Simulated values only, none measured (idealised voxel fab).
The name of this process module is voxel lift off.
Section cut is 230 nm wide and gridded with 5 nm square cells.
When this document writes out a cross-section, it uses a grid of square cells and lists it as bands, beginning at the top and moving down, with a band standing for one or more rows of cells.
What a band's entry tells you: where the top is and where the bottom is, as heights in nm, and after that what lies inside, material by material from left to right, each with its width in nm. Empty space is written as the word "empty", and a single material marked with the word "edge to edge" occupies the band from edge to edge.
Heights are expressed relative to 0, this being the level below which the as-received wafer comprises one material exclusively. The lowest band is unbounded in the downward direction and is denoted as in "0 -> down".
With a width like "30..40", each row of cells in the band differs from the next by the same amount, the top row carrying the first number and the bottom row the second.
It should be understood that the words "nothing got changed", when stated for a given step, signify that the cross-section underwent no change in any of its cells during that step.
Sealed internal voids: empty space of 8 cells or more with no open way to the top, each as width x height at its distance from the left edge, in nm
What comes after the settings on a step's line is commentary from the simulator itself on that step.
Regarding "overlay nm": on a step with a mask, it is the distance the mask lay to the right of its planned place; a negative value places it to the left.
[The following list gives the planned process steps]
| 1 | RECEIVE,material Si |
| 2 | CONFORMAL_DEP,material SiN,thk nm 5 |
| 3 | PATTERN,tone open,mask id LINES,material resist,width nm 30,pitch nm 55,thk nm 15,overlay nm 0 |
| 4 | DIRECTIONAL_DEP,material Ru,thk nm 5 |
| 5 | STRIP,etch materials resist |
| 6 | CONFORMAL_DEP,material SiO2,thk nm 10 |
[Cross-section of the wafer at receipt, which is the condition after step 1]
0 -> down: Si edge to edge
Sealed internal voids: none
[First of two wafers: cross-section at end of module, run per plan]
20 -> 15: 35 empty / 50 SiO2 / 5 empty / 50 SiO2 / 5 empty / 50 SiO2 / 35 empty
15 -> 10: SiO2 edge to edge
10 -> 5: 45 SiO2 / 30 Ru / 25 SiO2 / 30 Ru / 25 SiO2 / 30 Ru / 45 SiO2
5 -> 0: SiN edge to edge
0 -> down: Si edge to edge
Sealed internal voids: none
[Cross-section, second wafer: same start as the first, same plan as the first, one mistake in running it; taken at the end of the module]
20 -> 15: 45 empty / 50 SiO2 / 5 empty / 50 SiO2 / 5 empty / 50 SiO2 / 25 empty
15 -> 10: SiO2 edge to edge
10 -> 5: 55 SiO2 / 30 Ru / 25 SiO2 / 30 Ru / 25 SiO2 / 30 Ru / 35 SiO2
5 -> 0: SiN edge to edge
0 -> down: Si edge to edge
Sealed internal voids: none
What went wrong in running the wafer? step 3 did not use the planned setting and instead ran as PATTERN,tone open,mask id LINES,material resist,width nm 30,pitch nm 55,thk nm 15,overlay nm 10
When the process is done, the second wafer contains the same cell count of every material as the first wafer, but distributed over other locations.
